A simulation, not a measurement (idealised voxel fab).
process module | voxel fin reveal
cross-section cut | 300 nm wide | cells 5 nm
A cross-section is a grid of square cells, given in bands from the top down. A band is one or more rows of cells.
Each band's line starts with the height of the band's top and of its bottom, in nm. Then come its materials from left to right, each with its width in nm. One material with "throughout" fills the band from edge to edge. "air" is empty space.
Height 0 is the level under which the wafer as received is all one material. The lowest band goes on downwards, as in "0 down".
A width such as "30 to 40" changes by the same amount from each row of cells to the next, from the band's top row to its bottom row.
"no change" after a step means that no cell of the cross-section changed.
closed voids: empty space of 8 cells or more with no open way to the top, each as width x height at its distance from the left edge, in nm
after a step's settings: what the simulator itself notes on the step
overlay nm, on a step with a mask: how far to the right of its planned place the mask lay; to the left if negative
plan
1 op RECEIVE | material Si
2 op CONFORMAL_DEP | material SiN | thk nm 10
3 op MASKED_ETCH | tone cover | mask id FINS | width nm 15 | pitch nm 35 | etch materials SiN | depth nm 10 | overlay nm 0
4 op MASKED_ETCH | tone cover | mask id FINS | width nm 15 | pitch nm 35 | etch materials Si | depth nm 30 | overlay nm 0
5 op OXIDIZE | depth nm 5
6 op FILL_DEP | material SiO2 | thk nm 10
7 op CMP | height nm 10
8 op SELECTIVE_ETCH | etch materials SiO2 | depth nm 25
9 op STRIP | etch materials SiN
first wafer, as planned
as received, after step 1
  0 down: Si throughout
  closed voids: none
after step 2
  10 to 0: SiN throughout
  below 0: unchanged
after step 3
  10 to 0: air 90 | SiN 15 | air 20 | SiN 15 | air 20 | SiN 15 | air 20 | SiN 15 | air 90
  below 0: unchanged
after step 4
  10 to 0: air 90 | SiN 15 | air 20 | SiN 15 | air 20 | SiN 15 | air 20 | SiN 15 | air 90
  0 to -30: air 90 | Si 15 | air 20 | Si 15 | air 20 | Si 15 | air 20 | Si 15 | air 90
  below -30: unchanged
after step 5
  10 to 0: air 90 | SiN 15 | air 20 | SiN 15 | air 20 | SiN 15 | air 20 | SiN 15 | air 90
  0 to -30: air 90 | SiO2 5 | Si 5 | SiO2 5 | air 20 | SiO2 5 | Si 5 | SiO2 5 | air 20 | SiO2 5 | Si 5 | SiO2 5 | air 20 | SiO2 5 | Si 5 | SiO2 5 | air 90
  -30 to -35: SiO2 95 | Si 5 | SiO2 30 | Si 5 | SiO2 30 | Si 5 | SiO2 30 | Si 5 | SiO2 95
  below -35: unchanged
after step 6
  20 to 10: SiO2 throughout
  10 to 0: SiO2 90 | SiN 15 | SiO2 20 | SiN 15 | SiO2 20 | SiN 15 | SiO2 20 | SiN 15 | SiO2 90
  0 to -35: SiO2 95 | Si 5 | SiO2 30 | Si 5 | SiO2 30 | Si 5 | SiO2 30 | Si 5 | SiO2 95
  below -35: unchanged
after step 7
  10 to 0: SiO2 90 | SiN 15 | SiO2 20 | SiN 15 | SiO2 20 | SiN 15 | SiO2 20 | SiN 15 | SiO2 90
  below 0: unchanged
after step 8
  10 to 0: air 90 | SiN 15 | air 20 | SiN 15 | air 20 | SiN 15 | air 20 | SiN 15 | air 90
  0 to -15: air 95 | Si 5 | air 30 | Si 5 | air 30 | Si 5 | air 30 | Si 5 | air 95
  below -15: unchanged
after step 9
  0 to -15: air 95 | Si 5 | air 30 | Si 5 | air 30 | Si 5 | air 30 | Si 5 | air 95
  below -15: unchanged
second wafer: like start, like plan, one mistake. Through step 2 it matches the first wafer
when step 3 should have ended
  10 to 0: air 90 | SiN 20 | air 15 | SiN 20 | air 15 | SiN 20 | air 15 | SiN 20 | air 85
  below 0: unchanged
when step 4 should have ended
  10 to 0: air 90 | SiN 20 | air 15 | SiN 20 | air 15 | SiN 20 | air 15 | SiN 20 | air 85
  0 to -30: air 90 | Si 20 | air 15 | Si 20 | air 15 | Si 20 | air 15 | Si 20 | air 85
  below -30: unchanged
when step 5 should have ended
  10 to 0: air 90 | SiN 20 | air 15 | SiN 20 | air 15 | SiN 20 | air 15 | SiN 20 | air 85
  0 to -30: air 90 | SiO2 5 | Si 10 | SiO2 5 | air 15 | SiO2 5 | Si 10 | SiO2 5 | air 15 | SiO2 5 | Si 10 | SiO2 5 | air 15 | SiO2 5 | Si 10 | SiO2 5 | air 85
  -30 to -35: SiO2 95 | Si 10 | SiO2 25 | Si 10 | SiO2 25 | Si 10 | SiO2 25 | Si 10 | SiO2 90
  below -35: unchanged
when step 6 should have ended
  20 to 10: SiO2 throughout
  10 to 0: SiO2 90 | SiN 20 | SiO2 15 | SiN 20 | SiO2 15 | SiN 20 | SiO2 15 | SiN 20 | SiO2 85
  0 to -35: SiO2 95 | Si 10 | SiO2 25 | Si 10 | SiO2 25 | Si 10 | SiO2 25 | Si 10 | SiO2 90
  below -35: unchanged
when step 7 should have ended
  10 to 0: SiO2 90 | SiN 20 | SiO2 15 | SiN 20 | SiO2 15 | SiN 20 | SiO2 15 | SiN 20 | SiO2 85
  below 0: unchanged
when step 8 should have ended
  10 to 0: air 90 | SiN 20 | air 15 | SiN 20 | air 15 | SiN 20 | air 15 | SiN 20 | air 85
  0 to -15: air 95 | Si 10 | air 25 | Si 10 | air 25 | Si 10 | air 25 | Si 10 | air 90
  below -15: unchanged
when step 9 should have ended
  0 to -15: air 95 | Si 10 | air 25 | Si 10 | air 25 | Si 10 | air 25 | Si 10 | air 90
  below -15: unchanged
what went wrong: step 3 ran as: op MASKED_ETCH | tone cover | mask id FINS | width nm 20 | pitch nm 35 | etch materials SiN | depth nm 10 | overlay nm 0
at the end the second wafer has, in cells: 28 more of Si | 16 fewer of SiO2
